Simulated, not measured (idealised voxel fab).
Process module, titled voxel capacitor over wiring
Each square cell in cross-section cut measures 5 nm, and the section as a whole is 245 nm wide.
The cross-sections in this document take the form of a grid made of square cells. They are written out as bands, in order from top to bottom. Each band consists of one or more rows of cells. What a band's entry tells you: where the top is and where the bottom is, as heights in nm, and after that what lies inside, material by material from left to right, each with its width in nm. Empty space is written as the word "empty", and a single material marked with the word "edge to edge" occupies the band from edge to edge. Heights are reckoned from 0. Under this level, the received wafer is all of one material. The bottommost band is open-ended downward, for example "top 0, no bottom". Width "30..40": first value at the band's top row of cells, second value at its bottom row, equal change from row to row. Where a step carries "all unchanged", the cross-section came out of it unchanged, cell for cell. The label "Sealed void list" introduces a list of the empty spaces, 8 cells or larger, that have no open way up to the top; each entry in it reads width x height at distance, where the distance is taken from the left edge and all three are stated in nm. Where a step's line continues beyond its settings, the continuation is a remark by the simulator itself on that step. A step's line can hold "overlay nm"; with a mask on that step, the setting says how far right of the planned place the mask lay, while a negative setting says it lay to the left.

-- Process steps foreseen in the plan
| 1 | RECEIVE: material Si |
| 2 | CONFORMAL_DEP: material SiO2, thk nm 10 |
| 3 | DIRECTIONAL_DEP: material TiN, thk nm 5 |
| 4 | DIRECTIONAL_DEP: material Ru, thk nm 15 |
| 5 | PATTERN: tone cover, mask id METAL_1, material resist, width nm 20, pitch nm 85, thk nm 20, overlay nm 0 |
| 6 | DIRECTIONAL_ETCH: etch materials Ru, depth nm 15 |
| 7 | DIRECTIONAL_ETCH: etch materials TiN, depth nm 5 |
| 8 | STRIP: etch materials resist |
| 9 | CONFORMAL_DEP: material SiN, thk nm 5 |
| 10 | FILL_DEP: material SiO2, thk nm 10 |
| 11 | CMP: height nm 30 |
| 12 | CONFORMAL_DEP: material SiCN, thk nm 5 |
| 13 | DIRECTIONAL_DEP: material SiO2, thk nm 15 |
| 14 | DIRECTIONAL_DEP: material aC, thk nm 10 |
| 15 | PATTERN: tone open, mask id PLUG_1, material resist, width nm 15, thk nm 25, overlay nm 0 |
| 16 | DIRECTIONAL_ETCH: etch materials aC, depth nm 10 |
| 17 | STRIP: etch materials resist |
| 18 | DIRECTIONAL_ETCH: etch materials SiO2, depth nm 15 |
| 19 | DIRECTIONAL_ETCH: etch materials SiCN, depth nm 5 |
| 20 | STRIP: etch materials aC |
| 21 | EPI: material Ru, thk nm 10 |
| 22 | EPI: material Ru, thk nm 10 |
| 23 | DIRECTIONAL_DEP: material TiN, thk nm 10 |
| 24 | DIRECTIONAL_DEP: material SiN, thk nm 5 |
| 25 | DIRECTIONAL_DEP: material TiN, thk nm 10 |
| 26 | PATTERN: tone cover, mask id UPPER_PLATE, material resist, width nm 70, thk nm 15, overlay nm 0 |
| 27 | DIRECTIONAL_ETCH: etch materials TiN, depth nm 10 |
| 28 | DIRECTIONAL_ETCH: etch materials SiN, depth nm 5 |
| 29 | STRIP: etch materials resist |
| 30 | PATTERN: tone cover, mask id LOWER_PLATE, material resist, width nm 80, thk nm 15, overlay nm -15 |
| 31 | DIRECTIONAL_ETCH: etch materials TiN, depth nm 10 |
| 32 | STRIP: etch materials resist |
| 33 | FILL_DEP: material SiO2, thk nm 20 |
| 34 | CMP: height nm 90 |
| 35 | PATTERN: tone open, mask id PLUG_2, material resist, width nm 15, thk nm 15, overlay nm 0 |
| 36 | DIRECTIONAL_ETCH: etch materials SiO2, depth nm 15 |
| 37 | STRIP: etch materials resist |
| 38 | CONFORMAL_DEP: material TiN, thk nm 5 |
| 39 | FILL_DEP: material W, thk nm 10 |
| 40 | CMP: height nm 90 |
| 41 | CONFORMAL_DEP: material SiN, thk nm 5 |
Across this set of wafers, the varied parameter is the overlay nm of step 30. Starting conditions are identical for every wafer, and the plan reports the value assigned to the first wafer.

-- Sectional view: first of several wafers, as received, after step 1
top 0, no bottom = Si edge to edge
Sealed void list: none

-- For your reference, the table is organized with a row per wafer; each row reflects the wafer at the end of the module, indicating for each material the cells gained (+) or lost (-) since receipt, and thereafter its closed voids
overlay nm -15 | +36 Ru | +46 SiCN | +116 SiN | +656 SiO2 | +75 TiN | +2 W | Sealed void list: none
overlay nm -10 | +36 Ru | +46 SiCN | +116 SiN | +656 SiO2 | +75 TiN | +2 W | Sealed void list: none
overlay nm -5 | +36 Ru | +46 SiCN | +116 SiN | +656 SiO2 | +75 TiN | +2 W | Sealed void list: none
overlay nm 0 | +36 Ru | +46 SiCN | +116 SiN | +656 SiO2 | +75 TiN | +2 W | Sealed void list: none
overlay nm 5 | +36 Ru | +46 SiCN | +116 SiN | +656 SiO2 | +75 TiN | +2 W | Sealed void list: none
overlay nm 10 | +36 Ru | +46 SiCN | +116 SiN | +656 SiO2 | +75 TiN | +2 W | Sealed void list: none
overlay nm 15 | +36 Ru | +46 SiCN | +116 SiN | +656 SiO2 | +75 TiN | +2 W | Sealed void list: none
